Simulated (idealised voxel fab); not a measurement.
process module | voxel wiring stack
cross-section cut | 180 nm wide | cells 5 nm
A cross-section is a grid of square cells, given in bands from the top down. A band is one or more rows of cells.
Each band's line starts with the height of the band's top and of its bottom, in nm. Then come its materials from left to right, each with its width in nm. One material with "throughout" fills the band from edge to edge. "air" is empty space.
Height 0 is the level under which the wafer as received is all one material. The lowest band goes on downwards, as in "0 down".
A width such as "30 to 40" changes by the same amount from each row of cells to the next, from the band's top row to its bottom row.
"no change" after a step means that no cell of the cross-section changed.
closed voids: empty space of 8 cells or more with no open way to the top, each as width x height at its distance from the left edge, in nm
after a step's settings: what the simulator itself notes on the step
overlay nm, on a step with a mask: how far to the right of its planned place the mask lay; to the left if negative
plan
1 op RECEIVE | material Si
2 op CONFORMAL_DEP | material SiO2 | thk nm 10
3 op DIRECTIONAL_DEP | material TiN | thk nm 5
4 op DIRECTIONAL_DEP | material W | thk nm 15
5 op DIRECTIONAL_DEP | material aC | thk nm 15
6 op PATTERN | tone cover | mask id METAL_1 | material resist | width nm 20 | pitch nm 45 | thk nm 30 | overlay nm 0
7 op DIRECTIONAL_ETCH | etch materials aC | depth nm 15
8 op STRIP | etch materials resist
9 op DIRECTIONAL_ETCH | etch materials W | depth nm 15
10 op DIRECTIONAL_ETCH | etch materials TiN | depth nm 5
11 op STRIP | etch materials aC
12 op FILL_DEP | material SiO2 | thk nm 10
13 op CMP | height nm 30
14 op CONFORMAL_DEP | material SiCN | thk nm 5
15 op DIRECTIONAL_DEP | material lowk | thk nm 35
16 op DIRECTIONAL_DEP | material aC | thk nm 15
17 op PATTERN | tone open | mask id METAL_2_HOLES | material resist | width nm 15 | thk nm 35 | overlay nm 0
18 op DIRECTIONAL_ETCH | etch materials aC | depth nm 15
19 op STRIP | etch materials resist
20 op DIRECTIONAL_ETCH | etch materials lowk | depth nm 35
21 op STRIP | etch materials aC
22 op DIRECTIONAL_DEP | material aC | thk nm 15
23 op PATTERN | tone open | mask id METAL_2 | material resist | width nm 20 | pitch nm 45 | thk nm 30 | overlay nm 0
24 op DIRECTIONAL_ETCH | etch materials aC | depth nm 15
25 op STRIP | etch materials resist
26 op DIRECTIONAL_ETCH | etch materials lowk | depth nm 20
27 op DIRECTIONAL_ETCH | etch materials SiCN | depth nm 5
28 op STRIP | etch materials aC
29 op CONFORMAL_DEP | material TiN | thk nm 5
30 op FILL_DEP | material Cu | thk nm 5
31 op CMP | height nm 70
32 op CONFORMAL_DEP | material SiN | thk nm 5
as received, after step 1
  0 down: Si throughout
  closed voids: none
first wafer at the end, as planned
  75 to 70: SiN throughout
  70 to 55: lowk 55 | TiN 5 | Cu 10 | TiN 5 | lowk 25 | TiN 5 | Cu 10 | TiN 5 | lowk 60
  55 to 50: lowk 55 | TiN 5 | Cu 5 | TiN 10 | lowk 25 | TiN 20 | lowk 60
  50 to 35: lowk 55 | TiN 5 | Cu 5 | TiN 5 | lowk 110
  35 to 30: SiCN 55 | TiN 15 | SiCN 110
  30 to 15: SiO2 55 | W 20 | SiO2 25 | W 20 | SiO2 60
  15 to 10: SiO2 55 | TiN 20 | SiO2 25 | TiN 20 | SiO2 60
  10 to 0: SiO2 throughout
  0 down: Si throughout
  closed voids: none
second wafer at the end: like start, like plan, one mistake
  75 to 70: SiN throughout
  70 to 55: lowk 55 | SiO2 5 | Cu 10 | SiO2 5 | lowk 25 | SiO2 5 | Cu 10 | SiO2 5 | lowk 60
  55 to 50: lowk 55 | SiO2 5 | Cu 5 | SiO2 10 | lowk 25 | SiO2 20 | lowk 60
  50 to 35: lowk 55 | SiO2 5 | Cu 5 | SiO2 5 | lowk 110
  35 to 30: SiCN 55 | SiO2 15 | SiCN 110
  30 to 15: SiO2 55 | W 20 | SiO2 25 | W 20 | SiO2 60
  15 to 10: SiO2 55 | TiN 20 | SiO2 25 | TiN 20 | SiO2 60
  10 to 0: SiO2 throughout
  0 down: Si throughout
  closed voids: none
what went wrong: step 29 ran as: op CONFORMAL_DEP | material SiO2 | thk nm 5
at the end the second wafer has, in cells: 28 more of SiO2 | 28 fewer of TiN
